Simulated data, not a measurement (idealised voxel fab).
Proc. module: voxel wiring stack
Section shown: cut. Width: 165 nm. Cell size: 5 nm, square.
The cross-sections in this document take the form of a grid made of square cells. They are written out as bands, in order from top to bottom. Each band consists of one or more rows of cells.
Read a band's entry like this: the first values are the height of its top and the height of its bottom in nm, and what follows is the sequence of materials from left to right, each with its width in nm. Note that "empty" is empty space, and that a single material marked "full width" reaches across the band from edge to edge.
Measure heights from 0. That's the level where, below it, the as-received wafer is all one material. The lowest band is bottomless and extends downward; write it as in "0 -> down".
Top row gets the first number, bottom row gets the second, and each row in between changes by the same step: that is how a band width like "30..40" works.
It should be understood that the words "no change", when stated for a given step, signify that the cross-section underwent no change in any of its cells during that step.
The list in "Enclosed internal cavities" covers empty spaces of 8 cells or more that cannot reach the top through any open way, and it gives each as width x height at distance; the distance is from the left edge, and width, height and distance are in nm.
Note: text after step settings on the step line = simulator remark on that step.
For masked steps, "overlay nm" on the step line gives how far right of plan the mask actually lay; a minus sign means it lay to the left.
### plan
1. RECEIVE with material Si
2. CONFORMAL_DEP with material SiO2, thk nm 10
3. CONFORMAL_DEP with material SiCN, thk nm 5
4. DIRECTIONAL_DEP with material lowk, thk nm 20
5. MASKED_ETCH with tone open, mask id METAL_1, width nm 20, pitch nm 35, etch materials lowk, depth nm 20, overlay nm 0
6. MASKED_ETCH with tone open, mask id METAL_1, width nm 20, pitch nm 35, etch materials SiCN, depth nm 5, overlay nm 0
7. CONFORMAL_DEP with material TiN, thk nm 5
8. FILL_DEP with material Ru, thk nm 10
9. CMP with height nm 35
10. CONFORMAL_DEP with material SiCN, thk nm 5
11. DIRECTIONAL_DEP with material SiO2, thk nm 35
12. MASKED_ETCH with tone open, mask id METAL_2, width nm 20, pitch nm 35, etch materials SiO2, depth nm 20, overlay nm 0
13. MASKED_ETCH with tone open, mask id METAL_2_HOLES, width nm 15, pitch nm 70, etch materials SiO2, depth nm 15, overlay nm 0
14. MASKED_ETCH with tone open, mask id METAL_2_HOLES, width nm 15, pitch nm 70, etch materials SiCN, depth nm 5, overlay nm 0
15. CONFORMAL_DEP with material TiN, thk nm 5
16. FILL_DEP with material Cu, thk nm 5
17. CMP with height nm 75
18. CONFORMAL_DEP with material SiCN, thk nm 5
### Wafer as received: cross-section following step 1
* 0 -> down  Si full width
* Enclosed internal cavities: none
### As-planned run: cross-section of the first of two wafers at end of module
* 80 -> 75  SiCN full width
* 75 -> 60  35 SiO2 / 5 TiN / 10 Cu / 5 TiN / 15 SiO2 / 5 TiN / 10 Cu / 5 TiN / 15 SiO2 / 5 TiN / 10 Cu / 5 TiN / 40 SiO2
* 60 -> 55  35 SiO2 / 5 TiN / 5 Cu / 10 TiN / 15 SiO2 / 20 TiN / 15 SiO2 / 5 TiN / 5 Cu / 10 TiN / 40 SiO2
* 55 -> 40  35 SiO2 / 5 TiN / 5 Cu / 5 TiN / 55 SiO2 / 5 TiN / 5 Cu / 5 TiN / 45 SiO2
* 40 -> 35  35 SiCN / 15 TiN / 55 SiCN / 15 TiN / 45 SiCN
* 35 -> 15  35 lowk / 5 TiN / 10 Ru / 5 TiN / 15 lowk / 5 TiN / 10 Ru / 5 TiN / 15 lowk / 5 TiN / 10 Ru / 5 TiN / 40 lowk
* 15 -> 10  35 SiCN / 20 TiN / 15 SiCN / 20 TiN / 15 SiCN / 20 TiN / 40 SiCN
* 10 -> 0  SiO2 full width
* 0 -> down  Si full width
* Enclosed internal cavities: none
### Second wafer through the module, sectioned at the end: same beginning and same plan as the first wafer, with one mistake in carrying it out
* 80 -> 75  SiCN full width
* 75 -> 70  35 SiO2 / 5 TiN / 5 Cu / 10 TiN / 15 SiO2 / 20 TiN / 15 SiO2 / 5 TiN / 5 Cu / 10 TiN / 40 SiO2
* 70 -> 55  35 SiO2 / 5 TiN / 5 Cu / 5 TiN / 55 SiO2 / 5 TiN / 5 Cu / 5 TiN / 45 SiO2
* 55 -> 50  35 SiCN / 15 TiN / 55 SiCN / 15 TiN / 45 SiCN
* 50 -> 40  Ru full width
* 40 -> 35  40 TiN / 10 Ru / 25 TiN / 10 Ru / 25 TiN / 10 Ru / 45 TiN
* 35 -> 15  35 lowk / 5 TiN / 10 Ru / 5 TiN / 15 lowk / 5 TiN / 10 Ru / 5 TiN / 15 lowk / 5 TiN / 10 Ru / 5 TiN / 40 lowk
* 15 -> 10  35 SiCN / 20 TiN / 15 SiCN / 20 TiN / 15 SiCN / 20 TiN / 40 SiCN
* 10 -> 0  SiO2 full width
* 0 -> down  Si full width
* Enclosed internal cavities: none
Plan not followed: the run left out plan step 9 entirely, so it was never executed
End of process, cell counts, second wafer against first, materials with more or fewer: 18 fewer of Cu | 72 more of Ru | 63 fewer of SiO2 | 9 more of TiN
